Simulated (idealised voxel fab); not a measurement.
Documented hereafter: the process module known as voxel self aligned vias.
FYI the section here is cut, 285 nm wide, cells are 5 nm squares.
In this document a cross-section is written as a grid of square cells. It is given as a series of bands, listed from the top down, and a band is one or more rows of cells. The entry gives the band's vertical extent as a top height and a bottom height in nm, then its horizontal make-up as materials from left to right, each with a width in nm. "blank" stands for empty space; a single material marked "throughout" fills the band edge to edge. Heights are reckoned from 0. Under this level, the received wafer is all of one material. The bottommost band is open-ended downward, for example "0 -> down". The notation "30 to 40" denotes a width that varies across the rows of cells in the band, beginning at the first number in the top row, finishing at the second number in the bottom row, and changing by an identical amount from each row to the next. "all unchanged" (step): cross-section cells unchanged, all of them. Voids not open to the top, 8 cells minimum: see "Closed-off voids". Written width x height at distance; distance is from the left edge; nm. If you see something after the settings on a step's line, that's the simulator's own remark about that step. What "overlay nm" on a step's line means: if the step has a mask, that mask lay this far to the right of its planned place, or, when the value is negative, to the left.

[Listed below are the process steps as planned]
1. RECEIVE, material Si
2. CONFORMAL_DEP, material SiO2, thk nm 10
3. CONFORMAL_DEP, material SiCN, thk nm 5
4. DIRECTIONAL_DEP, material SiO2, thk nm 25
5. PATTERN, tone open, mask id LINES, material resist, width nm 20, pitch nm 55, thk nm 15, overlay nm 0
6. DIRECTIONAL_ETCH, etch materials SiO2, depth nm 25
7. STRIP, etch materials resist
8. CONFORMAL_DEP, material TiN, thk nm 5
9. FILL_DEP, material Ru, thk nm 5
10. CMP, height nm 40
11. SELECTIVE_ETCH, etch materials W Ru TiN, depth nm 10
12. FILL_DEP, material SiN, thk nm 5
13. CMP, height nm 40
14. DIRECTIONAL_DEP, material SiO2, thk nm 20
15. PATTERN, tone open, mask id VIAS, material resist, width nm 40, pitch nm 110, thk nm 20, overlay nm 0
16. DIRECTIONAL_ETCH, etch materials SiO2, depth nm 10
17. DIRECTIONAL_ETCH, etch materials SiN, depth nm 10
18. STRIP, etch materials resist
19. CONFORMAL_DEP, material TiN, thk nm 5
20. FILL_DEP, material Ru, thk nm 5
21. CMP, height nm 60
22. CONFORMAL_DEP, material SiCN, thk nm 5
Split variable: depth nm, step 16. Plan value = first wafer. Wafers start alike.

[First of several wafers, received after step 1, in cross-section]
    0 -> down  Si throughout
    Closed-off voids: none

[At the end of the module, after its last step, step 22, the first of several wafers appears in cross-section as follows]
    65 -> 60  SiCN throughout
    60 -> 55  SiO2 (65)  TiN (5)  Ru (30)  TiN (5)  SiO2 (70)  TiN (5)  Ru (30)  TiN (5)  SiO2 (70)
    55 -> 50  SiO2 (65)  TiN (40)  SiO2 (70)  TiN (40)  SiO2 (70)
    50 -> 40  SiO2 throughout
    40 -> 30  SiO2 (75)  SiN (20)  SiO2 (35)  SiN (20)  SiO2 (35)  SiN (20)  SiO2 (80)
    30 -> 20  SiO2 (75)  TiN (5)  Ru (10)  TiN (5)  SiO2 (35)  TiN (5)  Ru (10)  TiN (5)  SiO2 (35)  TiN (5)  Ru (10)  TiN (5)  SiO2 (80)
    20 -> 15  SiO2 (75)  TiN (20)  SiO2 (35)  TiN (20)  SiO2 (35)  TiN (20)  SiO2 (80)
    15 -> 10  SiCN throughout
    10 -> 0  SiO2 throughout
    0 -> down  Si throughout
    Closed-off voids: none

[Cross-section, last wafer, module completion]
    65 -> 60  SiCN throughout
    60 -> 40  SiO2 (65)  TiN (5)  Ru (30)  TiN (5)  SiO2 (70)  TiN (5)  Ru (30)  TiN (5)  SiO2 (70)
    40 -> 35  SiO2 (65)  TiN (5)  Ru (30)  TiN (5)  SiO2 (25)  SiN (20)  SiO2 (25)  TiN (5)  Ru (30)  TiN (5)  SiO2 (70)
    35 -> 30  SiO2 (65)  TiN (40)  SiO2 (25)  SiN (20)  SiO2 (25)  TiN (40)  SiO2 (70)
    30 -> 20  SiO2 (65 to 75)  TiN (15 to 5)  Ru (10)  TiN (15 to 5)  SiO2 (25 to 35)  TiN (5)  Ru (10)  TiN (5)  SiO2 (25 to 35)  TiN (15 to 5)  Ru (10)  TiN (15 to 5)  SiO2 (70 to 80)
    20 -> 15  SiO2 (75)  TiN (20)  SiO2 (35)  TiN (20)  SiO2 (35)  TiN (20)  SiO2 (80)
    15 -> 10  SiCN throughout
    10 -> 0  SiO2 throughout
    0 -> down  Si throughout
    Closed-off voids: none

[Below, a row for every wafer. Read it as the end-of-module picture: for each material the wafer shows its cells gained (+) or lost (-) since it was received, and then its closed voids]
depth nm 10, +24 Ru, +114 SiCN, +24 SiN, +535 SiO2, +44 TiN, Closed-off voids: none
depth nm 15, +36 Ru, +114 SiCN, +24 SiN, +519 SiO2, +48 TiN, Closed-off voids: none
depth nm 20, +56 Ru, +114 SiCN, +8 SiN, +503 SiO2, +60 TiN, Closed-off voids: none
depth nm 25, +64 Ru, +114 SiCN, +8 SiN, +495 SiO2, +60 TiN, Closed-off voids: none
depth nm 30, +72 Ru, +114 SiCN, +8 SiN, +487 SiO2, +60 TiN, Closed-off voids: none
depth nm 35, +72 Ru, +114 SiCN, +8 SiN, +479 SiO2, +68 TiN, Closed-off voids: none
